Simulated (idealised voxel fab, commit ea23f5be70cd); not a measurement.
This is a process module. Its name is voxel capacitor over wiring.
Cross-section cut spans 145 nm and uses square cells 5 nm in size.
A cross-section in this document is a grid of square cells, and it is written down as bands, the top band listed before the ones below it; a band is made up of one or more rows of cells. Basically the band line says how high the top is and how high the bottom is, in nm, and then what's in it from left to right, every material with its width in nm. Empty space shows up as "blank", and if a single material carries "everywhere" it runs the full band edge to edge. Heights are expressed relative to 0, this being the level below which the as-received wafer comprises one material exclusively. The lowest band is unbounded in the downward direction and is denoted as in "0 nm and below". So if you see something like "30 to 40" for the width, read it as the top row of the band sitting at the first number and the bottom row at the second, with every row in between moving by the same amount as the last. No cell of the cross-section changed in a step that is given as "no modifications". Entry "Closed void table". Content: empty spaces with no open connection to the top, size 8 cells or greater. Each: width x height at distance. Distance: from left edge. Unit: nm. Read whatever lies past the settings on a step's line as the simulator's own remark about the step. overlay nm: on a step with a mask, how far right of its planned place the mask lay; negative means left.
Planned process steps
| 1 | RECEIVE (material Si) |
| 2 | CONFORMAL_DEP (material SiO2; thk nm 15) |
| 3 | DIRECTIONAL_DEP (material TiN; thk nm 5) |
| 4 | DIRECTIONAL_DEP (material W; thk nm 15) |
| 5 | DIRECTIONAL_DEP (material aC; thk nm 10) |
| 6 | PATTERN (tone cover; mask id METAL_1; material resist; width nm 30; pitch nm 85; thk nm 30; overlay nm 0) |
| 7 | DIRECTIONAL_ETCH (etch materials aC; depth nm 10) |
| 8 | STRIP (etch materials resist) |
| 9 | DIRECTIONAL_ETCH (etch materials W; depth nm 15) |
| 10 | DIRECTIONAL_ETCH (etch materials TiN; depth nm 5) |
| 11 | STRIP (etch materials aC) |
| 12 | FILL_DEP (material lowk; thk nm 5) |
| 13 | CMP (height nm 35) |
| 14 | CONFORMAL_DEP (material SiCN; thk nm 5) |
| 15 | DIRECTIONAL_DEP (material lowk; thk nm 20) |
| 16 | PATTERN (tone open; mask id PLUG_1; material resist; width nm 15; thk nm 15; overlay nm 0) |
| 17 | DIRECTIONAL_ETCH (etch materials lowk; depth nm 20) |
| 18 | DIRECTIONAL_ETCH (etch materials SiCN; depth nm 5) |
| 19 | STRIP (etch materials resist) |
| 20 | EPI (material Ru; thk nm 10) |
| 21 | EPI (material Ru; thk nm 10) |
| 22 | EPI (material Ru; thk nm 5) |
| 23 | DIRECTIONAL_DEP (material TiN; thk nm 5) |
| 24 | DIRECTIONAL_DEP (material HfO2; thk nm 5) |
| 25 | DIRECTIONAL_DEP (material TiN; thk nm 10) |
| 26 | MASKED_ETCH (tone cover; mask id UPPER_PLATE; width nm 60; etch materials TiN; depth nm 10; overlay nm 0) |
| 27 | MASKED_ETCH (tone cover; mask id UPPER_PLATE; width nm 60; etch materials HfO2; depth nm 5; overlay nm 0) |
| 28 | DIRECTIONAL_DEP (material aC; thk nm 15) |
| 29 | PATTERN (tone cover; mask id LOWER_PLATE; material resist; width nm 60; thk nm 30; overlay nm 0) |
| 30 | DIRECTIONAL_ETCH (etch materials aC; depth nm 15) |
| 31 | STRIP (etch materials resist) |
| 32 | DIRECTIONAL_ETCH (etch materials TiN; depth nm 5) |
| 33 | STRIP (etch materials aC) |
| 34 | FILL_DEP (material SiO2; thk nm 20) |
| 35 | CMP (height nm 95) |
| 36 | DIRECTIONAL_DEP (material aC; thk nm 15) |
| 37 | PATTERN (tone open; mask id PLUG_2; material resist; width nm 15; thk nm 30; overlay nm 0) |
| 38 | DIRECTIONAL_ETCH (etch materials aC; depth nm 15) |
| 39 | STRIP (etch materials resist) |
| 40 | DIRECTIONAL_ETCH (etch materials SiO2; depth nm 15) |
| 41 | STRIP (etch materials aC) |
| 42 | CONFORMAL_DEP (material TiN; thk nm 5) |
| 43 | FILL_DEP (material Ru; thk nm 5) |
| 44 | CMP (height nm 95) |
| 45 | CONFORMAL_DEP (material SiCN; thk nm 5) |
For clarity, it should be stated that the wafers under discussion commence in an identical condition and differ with respect to the width nm of step 29, the plan indicating the value that the first wafer had.
Cross-section, first of several wafers, as delivered after step 1
> 0 nm and below: Si everywhere
> Closed void table: none
End of module: cross-section of the first of several wafers after step 45, the last step
> 100 nm to 95 nm: SiCN everywhere
> 95 nm to 85 nm: 40 of SiO2 / 5 of TiN / 5 of Ru / 5 of TiN / 90 of SiO2
> 85 nm to 80 nm: 40 of SiO2 / 15 of TiN / 90 of SiO2
> 80 nm to 70 nm: 30 of SiO2 / 60 of TiN / 55 of SiO2
> 70 nm to 65 nm: 30 of SiO2 / 60 of HfO2 / 55 of SiO2
> 65 nm to 60 nm: 30 of SiO2 / 60 of TiN / 55 of SiO2
> 60 nm to 40 nm: 30 of lowk / 15 of Ru / 100 of lowk
> 40 nm to 35 nm: 30 of SiCN / 15 of Ru / 100 of SiCN
> 35 nm to 20 nm: 15 of lowk / 30 of W / 55 of lowk / 30 of W / 15 of lowk
> 20 nm to 15 nm: 15 of lowk / 30 of TiN / 55 of lowk / 30 of TiN / 15 of lowk
> 15 nm to 0 nm: SiO2 everywhere
> 0 nm and below: Si everywhere
> Closed void table: none
Last wafer x-sec, end of module
> 100 nm to 95 nm: SiCN everywhere
> 95 nm to 85 nm: 40 of SiO2 / 5 of TiN / 5 of Ru / 5 of TiN / 90 of SiO2
> 85 nm to 80 nm: 40 of SiO2 / 15 of TiN / 90 of SiO2
> 80 nm to 70 nm: 30 of SiO2 / 60 of TiN / 55 of SiO2
> 70 nm to 65 nm: 30 of SiO2 / 60 of HfO2 / 55 of SiO2
> 65 nm to 60 nm: 20 of SiO2 / 85 of TiN / 40 of SiO2
> 60 nm to 40 nm: 30 of lowk / 15 of Ru / 100 of lowk
> 40 nm to 35 nm: 30 of SiCN / 15 of Ru / 100 of SiCN
> 35 nm to 20 nm: 15 of lowk / 30 of W / 55 of lowk / 30 of W / 15 of lowk
> 20 nm to 15 nm: 15 of lowk / 30 of TiN / 55 of lowk / 30 of TiN / 15 of lowk
> 15 nm to 0 nm: SiO2 everywhere
> 0 nm and below: Si everywhere
> Closed void table: none
Table: wafers, a row each; end-of-module cell change per material since receipt, gain (+), loss (-); then closed voids
width nm 60 | +12 HfO2 | +17 Ru | +55 SiCN | +233 SiO2 | +55 TiN | +36 W | +172 lowk | Closed void table: none
width nm 65 | +12 HfO2 | +17 Ru | +55 SiCN | +232 SiO2 | +56 TiN | +36 W | +172 lowk | Closed void table: none
width nm 70 | +12 HfO2 | +17 Ru | +55 SiCN | +231 SiO2 | +57 TiN | +36 W | +172 lowk | Closed void table: none
width nm 75 | +12 HfO2 | +17 Ru | +55 SiCN | +230 SiO2 | +58 TiN | +36 W | +172 lowk | Closed void table: none
width nm 80 | +12 HfO2 | +17 Ru | +55 SiCN | +229 SiO2 | +59 TiN | +36 W | +172 lowk | Closed void table: none
width nm 85 | +12 HfO2 | +17 Ru | +55 SiCN | +228 SiO2 | +60 TiN | +36 W | +172 lowk | Closed void table: none
